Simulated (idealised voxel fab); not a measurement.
process module | voxel capacitor over wiring
The width of the displayed cross-section, cut, is 150 nm; its cells are square, with a size of 5 nm.
A cross-section is written here as square cells arranged in a grid, and it is given in bands from the top down, each band taking up one or more rows of cells.
Heights first: top, then bottom, in nm. Then materials, left to right, each with a width in nm. "full width" on a single material: fills the band edge to edge. "air": empty space.
Heights are reckoned from 0. Under this level, the received wafer is all of one material. The bottommost band is open-ended downward, for example "top 0, no bottom".
The expression "30..40" gives the width at the extremes of the band, the first number at its top row of cells and the second at its bottom row, with the width changing by equal amounts from each row to the next in between.
"stayed the same" for a step: no cell of the cross-section changed in that step.
Enclosed voids (no open way to top), threshold 8 cells or more, entry "Enclosed cavities", notation width x height at distance, distance from left edge, nm.
after a step's settings: what the simulator itself notes on the step
A step line may carry the setting "overlay nm", which, for steps involving a mask, states the distance by which the mask lay to the right of its intended position; negative values denote displacement to the left.
Each of the pairs that make up the rest of this document says: here is the cross-section before one process step, here is the cross-section after it, drawn only down to the lowest band that changed, and here, under the pair, is the step lying between them with its settings. Different pairs may come from different runs of this module on the same starting wafer, so a pair continues from the pair above it only where its entry headed "Snapshot before" says so.

Snapshot before:
- top 95, bottom 80 | SiO2 full width
- top 80, bottom 70 | SiO2=25; TiN=75; SiO2=50
- top 70, bottom 65 | SiO2=25; SiN=75; SiO2=50
- top 65, bottom 55 | SiO2=20; TiN=85; SiO2=45
- top 55, bottom 45 | SiO2=35; Ru=15; SiO2=100
- top 45, bottom 40 | SiCN=35; Ru=15; SiCN=100
- top 40, bottom 20 | lowk=20; TiN=5; Cu=10; TiN=5; lowk=70; TiN=5; Cu=10; TiN=5; lowk=20
- top 20, bottom 15 | SiCN=20; TiN=20; SiCN=70; TiN=20; SiCN=20
- top 15, bottom 0 | SiO2 full width
- top 0, no bottom | Si full width
- Enclosed cavities: none

Result of Step:
- top 90, bottom 80 | SiO2 full width
- Below 80 it's all the same as before, nothing changed down there.
- Enclosed cavities: none
Which step turns the before cross-section above into the after cross-section? CMP,height nm 90

Snapshot before: carried over from the after image of the pair right above.

Result of Step:
- top 90, bottom 80 | SiO2=35; air=15; SiO2=100
- Below 80 it's all the same as before, nothing changed down there.
- Enclosed cavities: none
Which step turns the before cross-section above into the after cross-section? MASKED_ETCH,tone open,mask id PLUG_2,width nm 15,etch materials SiO2,depth nm 10,overlay nm 0

Snapshot before: carried over from the after image of the pair right above.

Result of Step:
- top 95, bottom 90 | TiN=40; air=5; TiN=105
- top 90, bottom 85 | SiO2=35; TiN=5; air=5; TiN=5; SiO2=100
- top 85, bottom 80 | SiO2=35; TiN=15; SiO2=100
- Below 80 it's all the same as before, nothing changed down there.
- Enclosed cavities: none
Which step turns the before cross-section above into the after cross-section? CONFORMAL_DEP,material TiN,thk nm 5

Snapshot before: carried over from the after image of the pair right above.

Result of Step:
- top 105, bottom 95 | Cu full width
- top 95, bottom 90 | TiN=40; Cu=5; TiN=105
- top 90, bottom 85 | SiO2=35; TiN=5; Cu=5; TiN=5; SiO2=100
- Below 85 it's all the same as before, nothing changed down there.
- Enclosed cavities: none
Which step turns the before cross-section above into the after cross-section? FILL_DEP,material Cu,thk nm 10

Snapshot before: carried over from the after image of the pair right above.

Result of Step:
- top 90, bottom 85 | SiO2=35; TiN=5; Cu=5; TiN=5; SiO2=100
- Below 85 it's all the same as before, nothing changed down there.
- Enclosed cavities: none
Which step turns the before cross-section above into the after cross-section? CMP,height nm 90

Snapshot before: carried over from the after image of the pair right above.

Result of Step:
- top 95, bottom 90 | SiCN full width
- Below 90 it's all the same as before, nothing changed down there.
- Enclosed cavities: none
Which step turns the before cross-section above into the after cross-section? CONFORMAL_DEP,material SiCN,thk nm 5

Snapshot before:
- top 40, bottom 20 | lowk=20; TiN=5; Cu=10; TiN=5; lowk=70; TiN=5; Cu=10; TiN=5; lowk=20
- top 20, bottom 15 | SiCN=20; TiN=20; SiCN=70; TiN=20; SiCN=20
- top 15, bottom 0 | SiO2 full width
- top 0, no bottom | Si full width
- Enclosed cavities: none

Result of Step:
- top 45, bottom 40 | lowk full width
- Below 40 it's all the same as before, nothing changed down there.
- Enclosed cavities: none
Which step turns the before cross-section above into the after cross-section? CONFORMAL_DEP,material lowk,thk nm 5

Snapshot before: carried over from the after image of the pair right above.

Result of Step:
- top 55, bottom 45 | SiO2 full width
- Below 45 it's all the same as before, nothing changed down there.
- Enclosed cavities: none
Which step turns the before cross-section above into the after cross-section? DIRECTIONAL_DEP,material SiO2,thk nm 10

Snapshot before: carried over from the after image of the pair right above.

Result of Step:
- top 65, bottom 55 | aC full width
- Below 55 it's all the same as before, nothing changed down there.
- Enclosed cavities: none
Which step turns the before cross-section above into the after cross-section? DIRECTIONAL_DEP,material aC,thk nm 10

Snapshot before: carried over from the after image of the pair right above.

Result of Step:
- top 90, bottom 65 | resist=25; air=15; resist=110
- Below 65 it's all the same as before, nothing changed down there.
- Enclosed cavities: none
Which step turns the before cross-section above into the after cross-section? PATTERN,tone open,mask id PLUG_1,material resist,width nm 15,thk nm 25,overlay nm 0

Snapshot before: carried over from the after image of the pair right above.

Result of Step:
- top 80, bottom 65 | resist=25; air=15; resist=110
- top 65, bottom 55 | aC=25; air=15; aC=110
- Below 55 it's all the same as before, nothing changed down there.
- Enclosed cavities: none
Which step turns the before cross-section above into the after cross-section? DIRECTIONAL_ETCH,etch materials aC,depth nm 10

Snapshot before: carried over from the after image of the pair right above.

Result of Step:
- top 65, bottom 55 | aC=25; air=15; aC=110
- Below 55 it's all the same as before, nothing changed down there.
- Enclosed cavities: none
Which step turns the before cross-section above into the after cross-section? STRIP,etch materials resist

Snapshot before: carried over from the after image of the pair right above.

Result of Step:
- top 65, bottom 55 | aC=25; air=15; aC=110
- top 55, bottom 45 | SiO2=25; air=15; SiO2=110
- Below 45 it's all the same as before, nothing changed down there.
- Enclosed cavities: none
Which step turns the before cross-section above into the after cross-section? DIRECTIONAL_ETCH,etch materials SiO2,depth nm 10

Snapshot before: carried over from the after image of the pair right above.

Result of Step:
- top 55, bottom 45 | SiO2=25; air=15; SiO2=110
- Below 45 it's all the same as before, nothing changed down there.
- Enclosed cavities: none
Which step turns the before cross-section above into the after cross-section? STRIP,etch materials aC

Snapshot before: carried over from the after image of the pair right above.

Result of Step:
- top 65, bottom 55 | TiN=25; air=15; TiN=110
- top 55, bottom 45 | SiO2=25; TiN=15; SiO2=110
- Below 45 it's all the same as before, nothing changed down there.
- Enclosed cavities: none
Which step turns the before cross-section above into the after cross-section? DIRECTIONAL_DEP,material TiN,thk nm 10

Snapshot before: carried over from the after image of the pair right above.

Result of Step:
- top 70, bottom 65 | SiN=25; air=15; SiN=110
- top 65, bottom 60 | TiN=25; air=15; TiN=110
- top 60, bottom 55 | TiN=25; SiN=15; TiN=110
- Below 55 it's all the same as before, nothing changed down there.
- Enclosed cavities: none
Which step turns the before cross-section above into the after cross-section? DIRECTIONAL_DEP,material SiN,thk nm 5

Snapshot before: carried over from the after image of the pair right above.

Result of Step:
- top 80, bottom 70 | TiN=25; air=15; TiN=110
- top 70, bottom 65 | SiN=25; TiN=15; SiN=110
- top 65, bottom 60 | TiN full width
- Below 60 it's all the same as before, nothing changed down there.
- Enclosed cavities: none
Which step turns the before cross-section above into the after cross-section? DIRECTIONAL_DEP,material TiN,thk nm 10

Snapshot before: carried over from the after image of the pair right above.

Result of Step:
- top 80, bottom 70 | air=40; TiN=60; air=50
- Below 70 it's all the same as before, nothing changed down there.
- Enclosed cavities: none
Which step turns the before cross-section above into the after cross-section? MASKED_ETCH,tone cover,mask id UPPER_PLATE,width nm 75,etch materials TiN,depth nm 10,overlay nm 0

Snapshot before: carried over from the after image of the pair right above.

Result of Step:
- top 80, bottom 70 | air=40; TiN=60; air=50
- top 70, bottom 65 | air=25; TiN=15; SiN=60; air=50
- Below 65 it's all the same as before, nothing changed down there.
- Enclosed cavities: none
Which step turns the before cross-section above into the after cross-section? MASKED_ETCH,tone cover,mask id UPPER_PLATE,width nm 75,etch materials SiN,depth nm 5,overlay nm 0

Snapshot before: carried over from the after image of the pair right above.

Result of Step:
- top 80, bottom 70 | air=40; TiN=60; air=50
- top 70, bottom 65 | air=25; TiN=15; SiN=60; air=50
- top 65, bottom 60 | air=20; TiN=85; air=45
- top 60, bottom 55 | air=20; TiN=5; SiN=15; TiN=65; air=45
- Below 55 it's all the same as before, nothing changed down there.
- Enclosed cavities: none
Which step turns the before cross-section above into the after cross-section? MASKED_ETCH,tone cover,mask id LOWER_PLATE,width nm 85,etch materials TiN,depth nm 10,overlay nm 0

Snapshot before: carried over from the after image of the pair right above.

Result of Step:
- top 95, bottom 80 | SiO2 full width
- top 80, bottom 70 | SiO2=40; TiN=60; SiO2=50
- top 70, bottom 65 | SiO2=25; TiN=15; SiN=60; SiO2=50
- top 65, bottom 60 | SiO2=20; TiN=85; SiO2=45
- top 60, bottom 55 | SiO2=20; TiN=5; SiN=15; TiN=65; SiO2=45
- Below 55 it's all the same as before, nothing changed down there.
- Enclosed cavities: none
Which step turns the before cross-section above into the after cross-section? FILL_DEP,material SiO2,thk nm 15

Snapshot before: carried over from the after image of the pair right above.

Result of Step:
- top 90, bottom 80 | SiO2 full width
- Below 80 it's all the same as before, nothing changed down there.
- Enclosed cavities: none
Which step turns the before cross-section above into the after cross-section? CMP,height nm 90

Snapshot before: carried over from the after image of the pair right above.

Result of Step:
- top 90, bottom 80 | SiO2=35; air=15; SiO2=100
- Below 80 it's all the same as before, nothing changed down there.
- Enclosed cavities: none
Which step turns the before cross-section above into the after cross-section? MASKED_ETCH,tone open,mask id PLUG_2,width nm 15,etch materials SiO2,depth nm 10,overlay nm 0

Snapshot before: carried over from the after image of the pair right above.

Result of Step:
- top 95, bottom 90 | TiN=40; air=5; TiN=105
- top 90, bottom 85 | SiO2=35; TiN=5; air=5; TiN=5; SiO2=100
- top 85, bottom 80 | SiO2=35; TiN=15; SiO2=100
- Below 80 it's all the same as before, nothing changed down there.
- Enclosed cavities: none
Which step turns the before cross-section above into the after cross-section? CONFORMAL_DEP,material TiN,thk nm 5

Snapshot before: carried over from the after image of the pair right above.

Result of Step:
- top 105, bottom 95 | Cu full width
- top 95, bottom 90 | TiN=40; Cu=5; TiN=105
- top 90, bottom 85 | SiO2=35; TiN=5; Cu=5; TiN=5; SiO2=100
- Below 85 it's all the same as before, nothing changed down there.
- Enclosed cavities: none
Which step turns the before cross-section above into the after cross-section? FILL_DEP,material Cu,thk nm 10

Snapshot before: carried over from the after image of the pair right above.

Result of Step:
- top 90, bottom 85 | SiO2=35; TiN=5; Cu=5; TiN=5; SiO2=100
- Below 85 it's all the same as before, nothing changed down there.
- Enclosed cavities: none
Which step turns the before cross-section above into the after cross-section? CMP,height nm 90

Snapshot before: carried over from the after image of the pair right above.

Result of Step:
- top 95, bottom 90 | SiCN full width
- Below 90 it's all the same as before, nothing changed down there.
- Enclosed cavities: none
Which step turns the before cross-section above into the after cross-section? CONFORMAL_DEP,material SiCN,thk nm 5

Snapshot before:
- top 90, bottom 80 | SiO2 full width
- top 80, bottom 70 | SiO2=25; TiN=75; SiO2=50
- top 70, bottom 65 | SiO2=25; SiN=75; SiO2=50
- top 65, bottom 55 | SiO2=20; TiN=85; SiO2=45
- top 55, bottom 45 | SiO2=25; Ru=15; SiO2=110
- top 45, bottom 40 | SiCN=25; Ru=15; SiCN=110
- top 40, bottom 20 | lowk=20; TiN=5; Cu=10; TiN=5; lowk=70; TiN=5; Cu=10; TiN=5; lowk=20
- top 20, bottom 15 | SiCN=20; TiN=20; SiCN=70; TiN=20; SiCN=20
- top 15, bottom 0 | SiO2 full width
- top 0, no bottom | Si full width
- Enclosed cavities: none

Result of Step:
- top 90, bottom 80 | air=35; SiO2=15; air=100
- Below 80 it's all the same as before, nothing changed down there.
- Enclosed cavities: none
Which step turns the before cross-section above into the after cross-section? MASKED_ETCH,tone cover,mask id PLUG_2,width nm 15,etch materials SiO2,depth nm 10,overlay nm 0

Snapshot before: carried over from the after image of the pair right above.

Result of Step:
- top 95, bottom 90 | air=30; TiN=25; air=95
- top 90, bottom 85 | air=30; TiN=5; SiO2=15; TiN=5; air=95
- top 85, bottom 80 | TiN=35; SiO2=15; TiN=100
- Below 80 it's all the same as before, nothing changed down there.
- Enclosed cavities: none
Which step turns the before cross-section above into the after cross-section? CONFORMAL_DEP,material TiN,thk nm 5

Snapshot before: carried over from the after image of the pair right above.

Result of Step:
- top 105, bottom 95 | Cu full width
- top 95, bottom 90 | Cu=30; TiN=25; Cu=95
- top 90, bottom 85 | Cu=30; TiN=5; SiO2=15; TiN=5; Cu=95
- Below 85 it's all the same as before, nothing changed down there.
- Enclosed cavities: none
Which step turns the before cross-section above into the after cross-section? FILL_DEP,material Cu,thk nm 10

Snapshot before: carried over from the after image of the pair right above.

Result of Step:
- top 90, bottom 85 | Cu=30; TiN=5; SiO2=15; TiN=5; Cu=95
- Below 85 it's all the same as before, nothing changed down there.
- Enclosed cavities: none
Which step turns the before cross-section above into the after cross-section? CMP,height nm 90

Snapshot before: carried over from the after image of the pair right above.

Result of Step:
- top 95, bottom 90 | SiCN full width
- Below 90 it's all the same as before, nothing changed down there.
- Enclosed cavities: none
Which step turns the before cross-section above into the after cross-section? CONFORMAL_DEP,material SiCN,thk nm 5
